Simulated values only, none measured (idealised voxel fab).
This section sets out a process module, namely voxel self aligned vias.
Square cell edge 5 nm, section width 295 nm, ID cut.
Notation: cross-section as square-cell grid; stated in bands, top first, going down; one or more cell rows per band. Look at the band entry: it leads with the top's height and the bottom's height in nm. Then it lists the materials left to right, with a width in nm for each. The word "everywhere" on a single material says that material fills the band edge to edge. The word "air" is empty space. Heights are measured from 0, the level below which the as-received wafer is all one material; the lowest band has no bottom and continues downward, written as in "from 0 down". You'd read "30->40" like this: the band's top row of cells is as wide as the first number, its bottom row is as wide as the second, and going down, every row changes width by the same amount as the row before did. No cell of the cross-section changed in a step that is given as "no modification". In "Enclosed void list" the enclosed voids are listed, meaning empty spaces of 8 cells or larger without any opening to the top. The form is width x height at distance, distance from the left edge, units nm. On each step's line, the part that comes after the settings is the simulator's own comment on the step. overlay nm: on a step with a mask, how far right of its planned place the mask lay; negative means left.

## The following list gives the planned process steps
1,RECEIVE (material Si)
2,CONFORMAL_DEP (material SiO2; thk nm 15)
3,CONFORMAL_DEP (material SiCN; thk nm 5)
4,DIRECTIONAL_DEP (material SiO2; thk nm 20)
5,PATTERN (tone open; mask id LINES; material resist; width nm 20; pitch nm 60; thk nm 15; overlay nm 0)
6,DIRECTIONAL_ETCH (etch materials SiO2; depth nm 20)
7,STRIP (etch materials resist)
8,CONFORMAL_DEP (material TiN; thk nm 5)
9,FILL_DEP (material Ru; thk nm 5)
10,CMP (height nm 40)
11,SELECTIVE_ETCH (etch materials W Ru TiN; depth nm 5)
12,FILL_DEP (material SiN; thk nm 5)
13,CMP (height nm 40)
14,DIRECTIONAL_DEP (material SiO2; thk nm 20)
15,PATTERN (tone open; mask id VIAS; material resist; width nm 30; pitch nm 60; thk nm 20; overlay nm 0)
16,DIRECTIONAL_ETCH (etch materials SiO2; depth nm 20)
17,DIRECTIONAL_ETCH (etch materials SiN; depth nm 5)
18,STRIP (etch materials resist)
19,CONFORMAL_DEP (material TiN; thk nm 5)
20,FILL_DEP (material Cu; thk nm 10)
21,CMP (height nm 60)
22,CONFORMAL_DEP (material SiN; thk nm 5)

## So this is the incoming wafer in cross-section - it's already been through step 1
- from 0 down  Si everywhere
- Enclosed void list: none

## Starting structure and process plan are as shown above, but one mistake was made in running the module; the wafer cross-section at the end of the module follows
- from 65 to 60  SiN everywhere
- from 60 to 45  SiO2 70 | TiN 5 | Cu 25 | TiN 5 | SiO2 25 | TiN 5 | Cu 25 | TiN 5 | SiO2 25 | TiN 5 | Cu 25 | TiN 5 | SiO2 70
- from 45 to 40  SiO2 70 | TiN 10 | Cu 10 | TiN 15 | SiO2 25 | TiN 10 | Cu 10 | TiN 15 | SiO2 25 | TiN 10 | Cu 10 | TiN 15 | SiO2 70
- from 40 to 35  SiO2 75 | TiN 20 | SiO2 40 | TiN 20 | SiO2 40 | TiN 20 | SiO2 80
- from 35 to 25  SiO2 75 | TiN 5 | Ru 10 | TiN 5 | SiO2 40 | TiN 5 | Ru 10 | TiN 5 | SiO2 40 | TiN 5 | Ru 10 | TiN 5 | SiO2 80
- from 25 to 20  SiO2 75 | TiN 20 | SiO2 40 | TiN 20 | SiO2 40 | TiN 20 | SiO2 80
- from 20 to 15  SiCN everywhere
- from 15 to 0  SiO2 everywhere
- from 0 down  Si everywhere
- Enclosed void list: none
What went wrong in running the wafer? the process deviated at step 15: the operation and settings actually run there were PATTERN (tone open; mask id VIAS; material resist; width nm 35; pitch nm 60; thk nm 20; overlay nm 0)
